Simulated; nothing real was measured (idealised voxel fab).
The process module presented herein is designated voxel self aligned contacts.
FYI the section here is cut, 175 nm wide, cells are 5 nm squares.
The cross-sections in this document take the form of a grid made of square cells. They are written out as bands, in order from top to bottom. Each band consists of one or more rows of cells.
It is stipulated that each band's entry specify, in nanometres, the height of the top of the band and then that of its bottom, followed by the materials of the band in left-to-right sequence, each together with its width in nanometres. A single material marked by the word "full width" is understood to fill the band from edge to edge; the word "empty" is understood to denote empty space.
Height 0 is the level under which the wafer as received is all one material. The lowest band goes on downwards, as in "z 0 and below".
Width spec "30->40" -> top row of cells at first value, bottom row at second value, equal per-row change in between.
"nothing altered" (step): cross-section cells unchanged, all of them.
The entry titled "Fully sealed voids" provides the empty spaces that have no open way to the top, restricted to those of 8 cells or more. Each is presented as width x height at distance, the distance being measured from the left edge, with all three in nm.
What comes after the settings on a step's line is commentary from the simulator itself on that step.
For masked steps, "overlay nm" on the step line gives how far right of plan the mask actually lay; a minus sign means it lay to the left.

So here's the lineup of process steps we planned
1: RECEIVE | material Si
2: OXIDIZE | depth nm 5
3: DIRECTIONAL_DEP | material polySi | thk nm 25
4: DIRECTIONAL_DEP | material SiN | thk nm 20
5: MASKED_ETCH | tone cover | mask id GATE | width nm 25 | pitch nm 65 | etch materials SiN | depth nm 20 | overlay nm 0
6: MASKED_ETCH | tone cover | mask id GATE | width nm 25 | pitch nm 65 | etch materials polySi | depth nm 25 | overlay nm 0
7: CONFORMAL_DEP | material SiN | thk nm 10
8: DIRECTIONAL_ETCH | etch materials SiN | depth nm 10
9: FILL_DEP | material SiO2 | thk nm 10
10: CMP | height nm 50
11: PATTERN | tone open | mask id CONTACT | material resist | width nm 50 | thk nm 15 | overlay nm 0
12: DIRECTIONAL_ETCH | etch materials SiO2 | depth nm 55
13: STRIP | etch materials resist
14: CONFORMAL_DEP | material TiN | thk nm 5
15: FILL_DEP | material W | thk nm 10
16: CMP | height nm 50
17: CONFORMAL_DEP | material SiCN | thk nm 5

Incoming wafer, cross-sectional view, post step 1
  z 0 and below = Si full width
  Fully sealed voids: none

First of two wafers: cross-section at end of module, run per plan
  z 55 to 50 = SiCN full width
  z 50 to 45 = SiO2: 60  TiN: 20  W: 10  TiN: 20  SiO2: 65
  z 45 to 25 = SiO2: 30  SiN: 45  TiN: 5  W: 10  TiN: 5  SiN: 45  SiO2: 35
  z 25 to 0 = SiO2: 30  SiN: 10  polySi: 25  SiN: 10  TiN: 5  W: 10  TiN: 5  SiN: 10  polySi: 25  SiN: 10  SiO2: 35
  z 0 to -5 = SiO2: 75  TiN: 20  SiO2: 80
  z -5 and below = Si full width
  Fully sealed voids: none

Module end: cross-section of wafer two of two. Same start and process plan as the first wafer. One mistake during execution
  z 55 to 50 = SiCN full width
  z 50 to 45 = SiO2: 65  TiN: 15  W: 10  TiN: 25  SiO2: 60
  z 45 to 25 = SiO2: 30  SiN: 45  TiN: 5  W: 10  TiN: 5  SiN: 45  SiO2: 35
  z 25 to 0 = SiO2: 30  SiN: 10  polySi: 25  SiN: 10  TiN: 5  W: 10  TiN: 5  SiN: 10  polySi: 25  SiN: 10  SiO2: 35
  z 0 to -5 = SiO2: 75  TiN: 20  SiO2: 80
  z -5 and below = Si full width
  Fully sealed voids: none
In executing the process, a mistake was made relative to the plan: step 11 ran differently from the plan; actual operation with settings: PATTERN | tone open | mask id CONTACT | material resist | width nm 50 | thk nm 15 | overlay nm 5
Comparing end states, the material composition by cell count is preserved from the first wafer to the second, while the locations of the cells are not.
